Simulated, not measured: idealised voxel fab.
Process module, titled voxel lift off
We display cut, a cross-section 300 nm in width whose square cells are each 5 nm.
In what follows, cross-sections appear as grids of square cells, described through bands that run from the top down, where every band is one or more rows of cells.
What a band's entry tells you: where the top is and where the bottom is, as heights in nm, and after that what lies inside, material by material from left to right, each with its width in nm. Empty space is written as the word "air", and a single material marked with the word "all across" occupies the band from edge to edge.
Counting heights begins at 0, where everything beneath is, in the wafer as received, one material. The lowest band has no bottom; it goes on downwards, as "0 and below" shows.
A two-number width, for instance "30->40", indicates that the width is equal to the first number in the top row of the band and to the second number in the bottom row, and that it changes by a constant amount per row of cells.
Step note "changes: none" = no cross-section cell changed.
"Enclosed internal cavities": sealed empty spaces, 8 cells or more, no open way to top, listed width x height at distance, with distance from the left edge and width, height and distance in nm.
What comes after the settings on a step's line is commentary from the simulator itself on that step.
When a step includes a mask, the "overlay nm" setting on its line states how far to the right of its planned place that mask lay, and negative values state how far to the left.
Intended process steps:
1 op RECEIVE | material Si
2 op CONFORMAL_DEP | material SiN | thk nm 5
3 op PATTERN | tone open | mask id LINES | material resist | width nm 25 | pitch nm 50 | thk nm 20 | overlay nm 0
4 op DIRECTIONAL_DEP | material Ru | thk nm 10
5 op STRIP | etch materials resist
6 op CONFORMAL_DEP | material SiN | thk nm 5
Cross-section of the wafer upon arrival, representing the state reached after step 1:
0 and below = Si all across
Enclosed internal cavities: none
Looking at the first of two wafers in cross-section at end of module - ran to plan:
20 down to 15 = 80 air / 35 SiN / 15 air / 35 SiN / 15 air / 35 SiN / 85 air
15 down to 10 = 80 air / 5 SiN / 25 Ru / 5 SiN / 15 air / 5 SiN / 25 Ru / 5 SiN / 15 air / 5 SiN / 25 Ru / 5 SiN / 85 air
10 down to 5 = 85 SiN / 25 Ru / 25 SiN / 25 Ru / 25 SiN / 25 Ru / 90 SiN
5 down to 0 = SiN all across
0 and below = Si all across
Enclosed internal cavities: none
So this is wafer number two of the two, cut at the end of the module - it started where the first did and had the same plan, we just got one thing wrong running it:
15 down to 5 = 85 air / 25 Ru / 25 air / 25 Ru / 25 air / 25 Ru / 90 air
5 down to 0 = SiN all across
0 and below = Si all across
Enclosed internal cavities: none
It is concluded that the wafer was processed incorrectly with respect to the plan, in that plan step 6 never ran because it was skipped
Final comparison by cell count, materials where the second wafer has more or fewer than the first: 72 fewer of SiN
